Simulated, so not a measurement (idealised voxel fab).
Name of the process module below: voxel wiring stack
FYI the section here is cut, 170 nm wide, cells are 5 nm squares.
For the purposes of this document, a cross-section shall be understood as a grid of square cells, specified as bands listed in top-to-bottom order, each band consisting of one or more rows of cells.
Per band: top height and bottom height in nm, followed by the left-to-right materials and their widths in nm; "all across" marks a single material spanning edge to edge, "air" marks empty space.
Below 0: as-received wafer, all one material; heights counted from there. Lowest band: no bottom, goes on down, written "z 0 and below".
A two-number width, for instance "30->40", indicates that the width is equal to the first number in the top row of the band and to the second number in the bottom row, and that it changes by a constant amount per row of cells.
"nothing altered" after a step means that no cell of the cross-section changed.
"Sealed internal cavities": empty spaces of 8 cells or more with no open way to the top, each given as width x height at distance, distance from the left edge, all in nm.
Where a step's line continues beyond its settings, the continuation is a remark by the simulator itself on that step.
Each step line may optionally specify "overlay nm", which for a step with a mask gives the rightward distance between the mask's planned place and where it lay, a negative value indicating the leftward direction.

[The planned process steps are enumerated hereunder]
1 RECEIVE, material Si
2 CONFORMAL_DEP, material SiO2, thk nm 15
3 DIRECTIONAL_DEP, material TiN, thk nm 5
4 DIRECTIONAL_DEP, material W, thk nm 15
5 DIRECTIONAL_DEP, material aC, thk nm 15
6 PATTERN, tone cover, mask id METAL_1, material resist, width nm 25, pitch nm 40, thk nm 35, overlay nm 0
7 DIRECTIONAL_ETCH, etch materials aC, depth nm 15
8 STRIP, etch materials resist
9 DIRECTIONAL_ETCH, etch materials W, depth nm 15
10 DIRECTIONAL_ETCH, etch materials TiN, depth nm 5
11 STRIP, etch materials aC
12 CONFORMAL_DEP, material SiN, thk nm 5
13 FILL_DEP, material SiO2, thk nm 5
14 CMP, height nm 35
15 CONFORMAL_DEP, material SiCN, thk nm 5
16 DIRECTIONAL_DEP, material SiO2, thk nm 25
17 DIRECTIONAL_DEP, material aC, thk nm 15
18 PATTERN, tone open, mask id METAL_2, material resist, width nm 25, pitch nm 40, thk nm 30, overlay nm 0
19 DIRECTIONAL_ETCH, etch materials aC, depth nm 15
20 STRIP, etch materials resist
21 DIRECTIONAL_ETCH, etch materials SiO2, depth nm 15
22 STRIP, etch materials aC
23 DIRECTIONAL_DEP, material aC, thk nm 10
24 PATTERN, tone open, mask id METAL_2_HOLES, material resist, width nm 15, pitch nm 80, thk nm 30, overlay nm 0
25 DIRECTIONAL_ETCH, etch materials aC, depth nm 10
26 STRIP, etch materials resist
27 DIRECTIONAL_ETCH, etch materials SiO2, depth nm 10
28 DIRECTIONAL_ETCH, etch materials SiCN, depth nm 5
29 STRIP, etch materials aC
30 CONFORMAL_DEP, material TiN, thk nm 5
31 FILL_DEP, material Cu, thk nm 5
32 CMP, height nm 65
33 CONFORMAL_DEP, material SiCN, thk nm 5
34 DIRECTIONAL_DEP, material lowk, thk nm 25
35 MASKED_ETCH, tone open, mask id METAL_3, width nm 15, pitch nm 40, etch materials lowk, depth nm 15, overlay nm 0
36 MASKED_ETCH, tone open, mask id METAL_3_HOLES, width nm 15, pitch nm 40, etch materials lowk, depth nm 10, overlay nm 0
37 MASKED_ETCH, tone open, mask id METAL_3_HOLES, width nm 15, pitch nm 40, etch materials SiCN, depth nm 5, overlay nm 0
38 CONFORMAL_DEP, material TiN, thk nm 5
39 FILL_DEP, material Cu, thk nm 10
40 CMP, height nm 95
41 CONFORMAL_DEP, material SiN, thk nm 5
The value of width nm given for step 35 in the plan refers to the first wafer; the wafers vary in this setting and are alike at the start.

[Sectional view: first of several wafers, as received, after step 1]
> z 0 and below | Si all across
> Sealed internal cavities: none

[Quick key for the table: a row per wafer, taken at the end of the module. For each material it tells you how many cells the wafer gained (+) or lost (-) since it came in, and the closed voids come after]
width nm 15; +33 Cu; +56 SiCN; +71 SiN; +254 SiO2; +96 TiN; +45 W; +125 lowk; Sealed internal cavities: none
width nm 20; +39 Cu; +56 SiCN; +71 SiN; +254 SiO2; +99 TiN; +45 W; +116 lowk; Sealed internal cavities: none
width nm 25; +51 Cu; +53 SiCN; +71 SiN; +254 SiO2; +99 TiN; +45 W; +107 lowk; Sealed internal cavities: none
